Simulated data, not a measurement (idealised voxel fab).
process module | voxel ribs on slabs
cross-section cut | 165 nm wide | cells 5 nm
A cross-section is a grid of square cells, given in bands from the top down. A band is one or more rows of cells.
Each band's line starts with the height of the band's top and of its bottom, in nm. Then come its materials from left to right, each with its width in nm. One material with "throughout" fills the band from edge to edge. "air" is empty space.
Height 0 is the level under which the wafer as received is all one material. The lowest band goes on downwards, as in "0 down".
A width such as "30 to 40" changes by the same amount from each row of cells to the next, from the band's top row to its bottom row.
"no change" after a step means that no cell of the cross-section changed.
closed voids: empty space of 8 cells or more with no open way to the top, each as width x height at its distance from the left edge, in nm
after a step's settings: what the simulator itself notes on the step
overlay nm, on a step with a mask: how far to the right of its planned place the mask lay; to the left if negative
plan
1 op RECEIVE | material Si
2 op DIRECTIONAL_DEP | material SiO2 | thk nm 20
3 op DIRECTIONAL_DEP | material SiN | thk nm 15
4 op PATTERN | tone cover | mask id RIB | material resist | width nm 15 | thk nm 20 | overlay nm 0
5 op DIRECTIONAL_ETCH | etch materials SiN | depth nm 5
6 op STRIP | etch materials resist
7 op MASKED_ETCH | tone cover | mask id SLAB | width nm 55 | etch materials SiN | depth nm 10 | overlay nm 0
8 op FILL_DEP | material SiO2 | thk nm 25
9 op CMP | height nm 55
10 op DIRECTIONAL_DEP | material TiN | thk nm 10
11 op DIRECTIONAL_DEP | material aC | thk nm 10
12 op PATTERN | tone cover | mask id HEATER | material resist | width nm 25 | thk nm 30 | overlay nm 0
13 op DIRECTIONAL_ETCH | etch materials aC | depth nm 10
14 op STRIP | etch materials resist
15 op DIRECTIONAL_ETCH | etch materials TiN | depth nm 10
16 op STRIP | etch materials aC
17 op CONFORMAL_DEP | material SiO2 | thk nm 10
as received, after step 1
  0 down: Si throughout
  closed voids: none
a wafer at the end: this start, this plan, one mistake
  75 to 65: air 60 | SiO2 45 | air 60
  65 to 55: SiO2 70 | TiN 25 | SiO2 70
  55 to 35: SiO2 throughout
  35 to 30: SiO2 85 | SiN 15 | SiO2 65
  30 to 20: SiO2 55 | SiN 55 | SiO2 55
  20 to 0: SiO2 throughout
  0 down: Si throughout
  closed voids: none
what went wrong: step 4 ran as: op PATTERN | tone cover | mask id RIB | material resist | width nm 15 | thk nm 20 | overlay nm 10
